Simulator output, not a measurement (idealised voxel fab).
The process module presented herein is designated voxel wiring stack.
The cross-section shown here is cut; it is 225 nm wide and divided into square cells measuring 5 nm on a side.
When this document writes out a cross-section, it uses a grid of square cells and lists it as bands, beginning at the top and moving down, with a band standing for one or more rows of cells. Read a band's entry like this: the first values are the height of its top and the height of its bottom in nm, and what follows is the sequence of materials from left to right, each with its width in nm. Note that "air" is empty space, and that a single material marked "full width" reaches across the band from edge to edge. Height 0 is the level under which the wafer as received is all one material. The lowest band goes on downwards, as in "z 0 and below". A two-number width, for instance "30 to 40", indicates that the width is equal to the first number in the top row of the band and to the second number in the bottom row, and that it changes by a constant amount per row of cells. Given "left unchanged" for a step, no cell of the cross-section differs between before and after that step. What "Enclosed internal cavities" gives you is every empty space of 8 cells or more that is cut off from the top. Each appears as width x height at distance, with the distance taken from the left edge and width, height and distance all in nm. Text after the settings on a step's line: the simulator's own remark on that step. overlay nm, on a step with a mask: how far to the right of its planned place the mask lay; to the left if negative.

**Planned step list for the process**
1,RECEIVE [material Si]
2,CONFORMAL_DEP [material SiO2] [thk nm 10]
3,CONFORMAL_DEP [material SiCN] [thk nm 5]
4,DIRECTIONAL_DEP [material SiO2] [thk nm 25]
5,MASKED_ETCH [tone open] [mask id METAL_1] [width nm 25] [pitch nm 45] [etch materials SiO2] [depth nm 25] [overlay nm 0]
6,MASKED_ETCH [tone open] [mask id METAL_1] [width nm 25] [pitch nm 45] [etch materials SiCN] [depth nm 5] [overlay nm 0]
7,CONFORMAL_DEP [material TiN] [thk nm 5]
8,FILL_DEP [material Ru] [thk nm 5]
9,CMP [height nm 40]
10,CONFORMAL_DEP [material SiCN] [thk nm 5]
11,DIRECTIONAL_DEP [material lowk] [thk nm 30]
12,PATTERN [tone open] [mask id METAL_2_HOLES] [material resist] [width nm 15] [thk nm 20] [overlay nm 0]
13,DIRECTIONAL_ETCH [etch materials lowk] [depth nm 30]
14,STRIP [etch materials resist]
15,PATTERN [tone open] [mask id METAL_2] [material resist] [width nm 25] [pitch nm 45] [thk nm 15] [overlay nm 0]
16,DIRECTIONAL_ETCH [etch materials lowk] [depth nm 15]
17,DIRECTIONAL_ETCH [etch materials SiCN] [depth nm 5]
18,STRIP [etch materials resist]
19,CONFORMAL_DEP [material TiN] [thk nm 5]
20,FILL_DEP [material Cu] [thk nm 5]
21,CMP [height nm 75]
22,CONFORMAL_DEP [material SiCN] [thk nm 5]
23,DIRECTIONAL_DEP [material SiO2] [thk nm 20]
24,PATTERN [tone open] [mask id PLUG_2] [material resist] [width nm 15] [pitch nm 45] [thk nm 20] [overlay nm 0]
25,DIRECTIONAL_ETCH [etch materials SiO2] [depth nm 20]
26,DIRECTIONAL_ETCH [etch materials SiCN] [depth nm 5]
27,STRIP [etch materials resist]
28,EPI [material Ru] [thk nm 10]
29,EPI [material Ru] [thk nm 10]
30,EPI [material Ru] [thk nm 5]
31,DIRECTIONAL_DEP [material TiN] [thk nm 5]
32,DIRECTIONAL_DEP [material Ru] [thk nm 20]
33,DIRECTIONAL_DEP [material aC] [thk nm 15]
34,PATTERN [tone cover] [mask id METAL_3] [material resist] [width nm 25] [pitch nm 45] [thk nm 30] [overlay nm 0]
35,DIRECTIONAL_ETCH [etch materials aC] [depth nm 15]
36,STRIP [etch materials resist]
37,DIRECTIONAL_ETCH [etch materials Ru] [depth nm 20]
38,DIRECTIONAL_ETCH [etch materials TiN] [depth nm 5]
39,STRIP [etch materials aC]
40,FILL_DEP [material SiO2] [thk nm 10]
41,CMP [height nm 125]
42,CONFORMAL_DEP [material SiCN] [thk nm 5]

**Step 1 complete: cross-section of the wafer as received**
    z 0 and below  Si full width
    Enclosed internal cavities: none

**Post-module cross-section of the first of two wafers (run per plan)**
    z 130 to 125  SiCN full width
    z 125 to 105  SiO2: 75 / Ru: 25 / SiO2: 20 / Ru: 25 / SiO2: 80
    z 105 to 100  SiO2: 75 / TiN: 25 / SiO2: 20 / TiN: 25 / SiO2: 80
    z 100 to 80  SiO2: 75 / Ru: 15 / SiO2: 30 / Ru: 15 / SiO2: 90
    z 80 to 75  SiCN: 75 / Ru: 15 / SiCN: 30 / Ru: 15 / SiCN: 90
    z 75 to 65  lowk: 75 / TiN: 5 / Cu: 15 / TiN: 5 / lowk: 20 / TiN: 5 / Cu: 15 / TiN: 5 / lowk: 80
    z 65 to 60  lowk: 75 / TiN: 5 / Cu: 5 / TiN: 15 / lowk: 20 / TiN: 25 / lowk: 80
    z 60 to 45  lowk: 75 / TiN: 5 / Cu: 5 / TiN: 5 / lowk: 135
    z 45 to 40  SiCN: 75 / TiN: 15 / SiCN: 135
    z 40 to 15  SiO2: 75 / TiN: 5 / Ru: 15 / TiN: 5 / SiO2: 20 / TiN: 5 / Ru: 15 / TiN: 5 / SiO2: 80
    z 15 to 10  SiCN: 75 / TiN: 25 / SiCN: 20 / TiN: 25 / SiCN: 80
    z 10 to 0  SiO2 full width
    z 0 and below  Si full width
    Enclosed internal cavities: none

**Wafer two cross-section, module end. Start and plan unchanged from wafer one; one mistake made during the run**
    z 130 to 125  SiCN full width
    z 125 to 105  Ru: 75 / SiO2: 25 / Ru: 20 / SiO2: 25 / Ru: 80
    z 105 to 100  TiN: 75 / SiO2: 25 / TiN: 20 / SiO2: 25 / TiN: 80
    z 100 to 80  SiO2: 75 / Ru: 15 / SiO2: 30 / Ru: 15 / SiO2: 90
    z 80 to 75  SiCN: 75 / Ru: 15 / SiCN: 30 / Ru: 15 / SiCN: 90
    z 75 to 65  lowk: 75 / TiN: 5 / Cu: 15 / TiN: 5 / lowk: 20 / TiN: 5 / Cu: 15 / TiN: 5 / lowk: 80
    z 65 to 60  lowk: 75 / TiN: 5 / Cu: 5 / TiN: 15 / lowk: 20 / TiN: 25 / lowk: 80
    z 60 to 45  lowk: 75 / TiN: 5 / Cu: 5 / TiN: 5 / lowk: 135
    z 45 to 40  SiCN: 75 / TiN: 15 / SiCN: 135
    z 40 to 15  SiO2: 75 / TiN: 5 / Ru: 15 / TiN: 5 / SiO2: 20 / TiN: 5 / Ru: 15 / TiN: 5 / SiO2: 80
    z 15 to 10  SiCN: 75 / TiN: 25 / SiCN: 20 / TiN: 25 / SiCN: 80
    z 10 to 0  SiO2 full width
    z 0 and below  Si full width
    Enclosed internal cavities: none
Misprocessing identified: so step 34 ended up running with a different setting than we planned, it ran as PATTERN [tone open] [mask id METAL_3] [material resist] [width nm 25] [pitch nm 45] [thk nm 30] [overlay nm 0]
Heads up, by the end the second wafer has more or fewer cells of some materials compared to the first: Ru +100, SiO2 -125, TiN +25
